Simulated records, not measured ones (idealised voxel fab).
Process module heading - voxel transistor to metal
Section cut is 155 nm wide and gridded with 5 nm square cells.
In this document a cross-section is written as a grid of square cells. It is given as a series of bands, listed from the top down, and a band is one or more rows of cells. Top height, bottom height, nm. Materials left to right, width each, nm. Single material + "full width" = fills band edge to edge. "empty" = empty. Counting heights begins at 0, where everything beneath is, in the wafer as received, one material. The lowest band has no bottom; it goes on downwards, as "from 0 down" shows. The width entry "30 to 40" should be interpreted row by row: the top row of cells in the band takes the first number, the bottom row takes the second number, and the change between adjacent rows is uniform throughout. Given "no change" for a step, no cell of the cross-section differs between before and after that step. "Closed internal voids": empty spaces of 8 cells or more with no open way to the top, each given as width x height at distance, distance from the left edge, all in nm. The remark found on a step's line after its settings is issued by the simulator itself and pertains to that step. If you see "overlay nm" on a step's line and that step has a mask, it's telling you how far right of where it was planned the mask ended up; a negative number means it went left instead.
Set out below are the planned steps of the process
1) RECEIVE: material Si
2) OXIDIZE: depth nm 5
3) CONFORMAL_DEP: material SiN, thk nm 15
4) DIRECTIONAL_DEP: material aC, thk nm 10
5) PATTERN: tone cover, mask id ACTIVE, material resist, width nm 105, thk nm 25, overlay nm 0
6) DIRECTIONAL_ETCH: etch materials aC, depth nm 10
7) STRIP: etch materials resist
8) DIRECTIONAL_ETCH: etch materials SiN, depth nm 15
9) DIRECTIONAL_ETCH: etch materials SiO2, depth nm 5
10) DIRECTIONAL_ETCH: etch materials Si, depth nm 30
11) STRIP: etch materials aC
12) OXIDIZE: depth nm 5
13) FILL_DEP: material SiO2, thk nm 15
14) CMP: height nm 15
15) SELECTIVE_ETCH: etch materials SiO2, depth nm 15
16) STRIP: etch materials SiN
17) SELECTIVE_ETCH: etch materials SiO2, depth nm 5
18) OXIDIZE: depth nm 5
19) DIRECTIONAL_DEP: material polySi, thk nm 25
20) DIRECTIONAL_DEP: material SiCN, thk nm 10
21) PATTERN: tone cover, mask id GATE, material resist, width nm 15, thk nm 15, overlay nm 0
22) DIRECTIONAL_ETCH: etch materials SiCN, depth nm 20
23) DIRECTIONAL_ETCH: etch materials polySi, depth nm 35
24) STRIP: etch materials resist
25) CONFORMAL_DEP: material SiN, thk nm 10
26) DIRECTIONAL_ETCH: etch materials SiN, depth nm 10
27) DIRECTIONAL_ETCH: etch materials SiO2, depth nm 5
28) EPI: material nSi, thk nm 5
29) FILL_DEP: material SiO2, thk nm 10
30) CMP: height nm 30
31) DIRECTIONAL_DEP: material SiO2, thk nm 10
32) PATTERN: tone open, mask id CONTACT, material resist, width nm 30, pitch nm 55, thk nm 20, overlay nm 0
33) DIRECTIONAL_ETCH: etch materials SiO2, depth nm 45
34) STRIP: etch materials resist
35) CONFORMAL_DEP: material TiN, thk nm 5
36) FILL_DEP: material Ru, thk nm 5
37) CMP: height nm 40
38) DIRECTIONAL_DEP: material TiN, thk nm 5
39) DIRECTIONAL_DEP: material Ru, thk nm 15
40) PATTERN: tone cover, mask id METAL_1, material resist, width nm 20, pitch nm 65, thk nm 15, overlay nm 0
41) DIRECTIONAL_ETCH: etch materials Ru, depth nm 15
42) DIRECTIONAL_ETCH: etch materials TiN, depth nm 5
43) STRIP: etch materials resist
44) CONFORMAL_DEP: material SiN, thk nm 5
45) FILL_DEP: material SiO2, thk nm 5
46) CMP: height nm 60
47) CONFORMAL_DEP: material SiCN, thk nm 5
48) DIRECTIONAL_DEP: material SiO2, thk nm 35
49) DIRECTIONAL_DEP: material aC, thk nm 10
50) PATTERN: tone open, mask id METAL_2_HOLES, material resist, width nm 15, pitch nm 65, thk nm 30, overlay nm 0
51) DIRECTIONAL_ETCH: etch materials aC, depth nm 10
52) STRIP: etch materials resist
53) DIRECTIONAL_ETCH: etch materials SiO2, depth nm 35
54) STRIP: etch materials aC
55) DIRECTIONAL_DEP: material aC, thk nm 15
56) PATTERN: tone open, mask id METAL_2, material resist, width nm 20, pitch nm 65, thk nm 35, overlay nm 0
57) DIRECTIONAL_ETCH: etch materials aC, depth nm 15
58) STRIP: etch materials resist
59) DIRECTIONAL_ETCH: etch materials SiO2, depth nm 20
60) DIRECTIONAL_ETCH: etch materials SiCN, depth nm 5
61) STRIP: etch materials aC
62) CONFORMAL_DEP: material TiN, thk nm 5
63) FILL_DEP: material Ru, thk nm 5
64) CMP: height nm 100
65) CONFORMAL_DEP: material SiN, thk nm 5
Wafer cross-section on receipt, i.e. after step 1
> from 0 down: Si full width
> Closed internal voids: none
The first of the two wafers as seen in cross-section once the module was finished; processing followed the plan
> from 105 to 100: SiN full width
> from 100 to 85: SiO2: 35 | TiN: 5 | Ru: 10 | TiN: 5 | SiO2: 45 | TiN: 5 | Ru: 10 | TiN: 5 | SiO2: 35
> from 85 to 80: SiO2: 35 | TiN: 5 | Ru: 5 | TiN: 10 | SiO2: 45 | TiN: 5 | Ru: 5 | TiN: 10 | SiO2: 35
> from 80 to 65: SiO2: 35 | TiN: 5 | Ru: 5 | TiN: 5 | SiO2: 50 | TiN: 5 | Ru: 5 | TiN: 5 | SiO2: 40
> from 65 to 60: SiCN: 35 | TiN: 15 | SiCN: 50 | TiN: 15 | SiCN: 40
> from 60 to 45: SiO2: 30 | SiN: 5 | Ru: 20 | SiN: 5 | SiO2: 35 | SiN: 5 | Ru: 20 | SiN: 5 | SiO2: 30
> from 45 to 40: SiN: 35 | TiN: 20 | SiN: 45 | TiN: 20 | SiN: 35
> from 40 to 30: SiO2: 35 | TiN: 5 | Ru: 20 to 15 | TiN: 5 to 10 | SiO2: 25 | TiN: 5 to 10 | Ru: 20 to 15 | TiN: 5 | SiO2: 35
> from 30 to 20: SiO2: 35 | TiN: 5 | Ru: 15 | TiN: 5 | SiN: 10 | SiCN: 15 | SiN: 10 | TiN: 5 | Ru: 15 | TiN: 5 | SiO2: 35
> from 20 to 0: SiO2: 35 | TiN: 5 | Ru: 15 | TiN: 5 | SiN: 10 | polySi: 15 | SiN: 10 | TiN: 5 | Ru: 15 | TiN: 5 | SiO2: 35
> from 0 to -5: SiO2: 35 | TiN: 25 | SiN: 10 | polySi: 15 | SiN: 10 | TiN: 25 | SiO2: 35
> from -5 to -10: SiO2: 25 | nSi: 35 | SiO2: 35 | nSi: 35 | SiO2: 25
> from -10 to -40: SiO2: 30 | Si: 95 | SiO2: 30
> from -40 down: Si full width
> Closed internal voids: none
This cross-section belongs to the second wafer of two at the end of the module; the start and the plan were shared with the first, and the run included one mistake
> from 105 to 100: SiN full width
> from 100 to 85: SiO2: 35 | TiN: 5 | Ru: 10 | TiN: 5 | SiO2: 45 | TiN: 5 | Ru: 10 | TiN: 5 | SiO2: 35
> from 85 to 80: SiO2: 35 | TiN: 5 | Ru: 5 | TiN: 10 | SiO2: 45 | TiN: 5 | Ru: 5 | TiN: 10 | SiO2: 35
> from 80 to 65: SiO2: 35 | TiN: 5 | Ru: 5 | TiN: 5 | SiO2: 50 | TiN: 5 | Ru: 5 | TiN: 5 | SiO2: 40
> from 65 to 60: SiCN: 35 | TiN: 15 | SiCN: 50 | TiN: 15 | SiCN: 40
> from 60 to 45: SiO2: 35 | SiN: 5 | Ru: 20 | SiN: 5 | SiO2: 35 | SiN: 5 | Ru: 20 | SiN: 5 | SiO2: 25
> from 45 to 40: SiN: 40 | TiN: 20 | SiN: 45 | TiN: 20 | SiN: 30
> from 40 to 30: SiO2: 35 | TiN: 5 | Ru: 20 to 15 | TiN: 5 to 10 | SiO2: 25 | TiN: 5 to 10 | Ru: 20 to 15 | TiN: 5 | SiO2: 35
> from 30 to 20: SiO2: 35 | TiN: 5 | Ru: 15 | TiN: 5 | SiN: 10 | SiCN: 15 | SiN: 10 | TiN: 5 | Ru: 15 | TiN: 5 | SiO2: 35
> from 20 to 0: SiO2: 35 | TiN: 5 | Ru: 15 | TiN: 5 | SiN: 10 | polySi: 15 | SiN: 10 | TiN: 5 | Ru: 15 | TiN: 5 | SiO2: 35
> from 0 to -5: SiO2: 35 | TiN: 25 | SiN: 10 | polySi: 15 | SiN: 10 | TiN: 25 | SiO2: 35
> from -5 to -10: SiO2: 25 | nSi: 35 | SiO2: 35 | nSi: 35 | SiO2: 25
> from -10 to -40: SiO2: 30 | Si: 95 | SiO2: 30
> from -40 down: Si full width
> Closed internal voids: none
Error vs. plan: for step 40, the planned setting was not used; the step was instead run as PATTERN: tone cover, mask id METAL_1, material resist, width nm 20, pitch nm 65, thk nm 15, overlay nm 5
Both wafers, final: cells per material equal; arrangement not.
